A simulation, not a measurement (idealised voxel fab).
This section sets out a process module, namely voxel self aligned vias.
Cross-section cut spans 170 nm and uses square cells 5 nm in size.
Cross-section format: a grid of square cells, given as bands from top to bottom; each band is one or more rows of cells.
For a band, the entry starts with two heights in nm, that of the top and then that of the bottom, and carries on with the band's materials in order from left to right, each alongside its width in nm; the word "everywhere" beside a single material means it fills the band edge to edge, and "air" means empty space.
Heights are expressed relative to 0, this being the level below which the as-received wafer comprises one material exclusively. The lowest band is unbounded in the downward direction and is denoted as in "0 -> down".
When a width is written as two numbers, as in "30 to 40", the first number is the width in the top row of cells of the band and the second is the width in its bottom row, and the width changes by the same amount from each row to the next.
"changes: none" for a step: no cell of the cross-section changed in that step.
The entry titled "Non-vented voids" provides the empty spaces that have no open way to the top, restricted to those of 8 cells or more. Each is presented as width x height at distance, the distance being measured from the left edge, with all three in nm.
If you see something after the settings on a step's line, that's the simulator's own remark about that step.
The optional step-line setting "overlay nm" applies to steps with a mask and quantifies how far to the right of its planned location the mask lay, a negative value indicating leftward placement.
# The steps planned for the process are as follows
- 1: RECEIVE, material Si
- 2: CONFORMAL_DEP, material SiO2, thk nm 15
- 3: CONFORMAL_DEP, material SiCN, thk nm 5
- 4: DIRECTIONAL_DEP, material lowk, thk nm 20
- 5: PATTERN, tone open, mask id LINES, material resist, width nm 20, pitch nm 50, thk nm 20, overlay nm 0
- 6: DIRECTIONAL_ETCH, etch materials lowk, depth nm 20
- 7: STRIP, etch materials resist
- 8: CONFORMAL_DEP, material TiN, thk nm 5
- 9: FILL_DEP, material Ru, thk nm 5
- 10: CMP, height nm 40
- 11: SELECTIVE_ETCH, etch materials W Ru TiN, depth nm 5
- 12: FILL_DEP, material SiN, thk nm 10
- 13: CMP, height nm 40
- 14: DIRECTIONAL_DEP, material lowk, thk nm 15
- 15: MASKED_ETCH, tone open, mask id VIAS, width nm 30, etch materials lowk, depth nm 15, overlay nm 0
- 16: MASKED_ETCH, tone open, mask id VIAS, width nm 30, etch materials SiN, depth nm 5, overlay nm 0
- 17: CONFORMAL_DEP, material TiN, thk nm 5
- 18: FILL_DEP, material Ru, thk nm 10
- 19: CMP, height nm 55
- 20: CONFORMAL_DEP, material SiN, thk nm 5
# First out of two wafers; run went to plan
# Cross-section of the wafer at receipt, which is the condition after step 1
- 0 -> down: Si everywhere
- Non-vented voids: none
# After step 2: wafer cross-section
- 15 -> 0: SiO2 everywhere
- Under 0: no change, same as before.
# After step 3: wafer cross-section
- 20 -> 15: SiCN everywhere
- Under 15: no change, same as before.
# After step 4: wafer cross-section
- 40 -> 20: lowk everywhere
- Under 20: no change, same as before.
# After step 5: wafer cross-section
- 60 -> 40: resist: 50, air: 20, resist: 30, air: 20, resist: 50
- Under 40: no change, same as before.
# After step 6: wafer cross-section
- 60 -> 40: resist: 50, air: 20, resist: 30, air: 20, resist: 50
- 40 -> 20: lowk: 50, air: 20, lowk: 30, air: 20, lowk: 50
- Under 20: no change, same as before.
# After step 7: wafer cross-section
- 40 -> 20: lowk: 50, air: 20, lowk: 30, air: 20, lowk: 50
- Under 20: no change, same as before.
# After step 8: wafer cross-section
- 45 -> 40: TiN: 55, air: 10, TiN: 40, air: 10, TiN: 55
- 40 -> 25: lowk: 50, TiN: 5, air: 10, TiN: 5, lowk: 30, TiN: 5, air: 10, TiN: 5, lowk: 50
- 25 -> 20: lowk: 50, TiN: 20, lowk: 30, TiN: 20, lowk: 50
- Under 20: no change, same as before.
# After step 9: wafer cross-section
- 50 -> 45: Ru everywhere
- 45 -> 40: TiN: 55, Ru: 10, TiN: 40, Ru: 10, TiN: 55
- 40 -> 25: lowk: 50, TiN: 5, Ru: 10, TiN: 5, lowk: 30, TiN: 5, Ru: 10, TiN: 5, lowk: 50
- Under 25: no change, same as before.
# After step 10: wafer cross-section
- 40 -> 25: lowk: 50, TiN: 5, Ru: 10, TiN: 5, lowk: 30, TiN: 5, Ru: 10, TiN: 5, lowk: 50
- Under 25: no change, same as before.
# After step 11: wafer cross-section
- 40 -> 35: lowk: 50, air: 20, lowk: 30, air: 20, lowk: 50
- Under 35: no change, same as before.
# After step 12: wafer cross-section
- 50 -> 40: SiN everywhere
- 40 -> 35: lowk: 50, SiN: 20, lowk: 30, SiN: 20, lowk: 50
- Under 35: no change, same as before.
# After step 13: wafer cross-section
- 40 -> 35: lowk: 50, SiN: 20, lowk: 30, SiN: 20, lowk: 50
- Under 35: no change, same as before.
# After step 14: wafer cross-section
- 55 -> 40: lowk everywhere
- Under 40: no change, same as before.
# After step 15: wafer cross-section
- 55 -> 40: lowk: 45, air: 30, lowk: 95
- Under 40: no change, same as before.
# After step 16: wafer cross-section
- 55 -> 40: lowk: 45, air: 30, lowk: 95
- 40 -> 35: lowk: 50, air: 20, lowk: 30, SiN: 20, lowk: 50
- Under 35: no change, same as before.
# After step 17: wafer cross-section
- 60 -> 55: TiN: 50, air: 20, TiN: 100
- 55 -> 45: lowk: 45, TiN: 5, air: 20, TiN: 5, lowk: 95
- 45 -> 40: lowk: 45, TiN: 10, air: 10, TiN: 10, lowk: 95
- 40 -> 35: lowk: 50, TiN: 20, lowk: 30, SiN: 20, lowk: 50
- Under 35: no change, same as before.
# After step 18: wafer cross-section
- 70 -> 60: Ru everywhere
- 60 -> 55: TiN: 50, Ru: 20, TiN: 100
- 55 -> 45: lowk: 45, TiN: 5, Ru: 20, TiN: 5, lowk: 95
- 45 -> 40: lowk: 45, TiN: 10, Ru: 10, TiN: 10, lowk: 95
- Under 40: no change, same as before.
# After step 19: wafer cross-section
- 55 -> 45: lowk: 45, TiN: 5, Ru: 20, TiN: 5, lowk: 95
- Under 45: no change, same as before.
# After step 20: wafer cross-section
- 60 -> 55: SiN everywhere
- Under 55: no change, same as before.
# It is to be noted that the second wafer proceeded from the same initial state and according to the same plan as the first, although one mistake was committed in its execution; through step 15, inclusive, the two wafers share an identical history
# Second wafer: cross-section at the scheduled end of step 16
- 55 -> 40: lowk: 45, air: 30, lowk: 95
- 40 -> 35: lowk: 50, SiN: 5, air: 15, lowk: 30, SiN: 20, lowk: 50
- Under 35: no change, same as before.
# Second wafer: cross-section at the scheduled end of step 17
- 60 -> 55: TiN: 50, air: 20, TiN: 100
- 55 -> 45: lowk: 45, TiN: 5, air: 20, TiN: 5, lowk: 95
- 45 -> 40: lowk: 45, TiN: 15, air: 5, TiN: 10, lowk: 95
- 40 -> 35: lowk: 50, SiN: 5, TiN: 15, lowk: 30, SiN: 20, lowk: 50
- Under 35: no change, same as before.
# Second wafer: cross-section at the scheduled end of step 18
- 70 -> 60: Ru everywhere
- 60 -> 55: TiN: 50, Ru: 20, TiN: 100
- 55 -> 45: lowk: 45, TiN: 5, Ru: 20, TiN: 5, lowk: 95
- 45 -> 40: lowk: 45, TiN: 15, Ru: 5, TiN: 10, lowk: 95
- Under 40: no change, same as before.
# Second wafer: cross-section at the scheduled end of step 19
- 55 -> 45: lowk: 45, TiN: 5, Ru: 20, TiN: 5, lowk: 95
- Under 45: no change, same as before.
# Second wafer: cross-section at the scheduled end of step 20
- 60 -> 55: SiN everywhere
- Under 55: no change, same as before.
What was the processing mistake? for step 16, the planned setting was not used; the step was instead run as MASKED_ETCH, tone open, mask id VIAS, width nm 30, etch materials SiN, depth nm 5, overlay nm 10
Count the cells at the end and the second wafer has more or fewer of some materials than the first: Ru -1, SiN +1
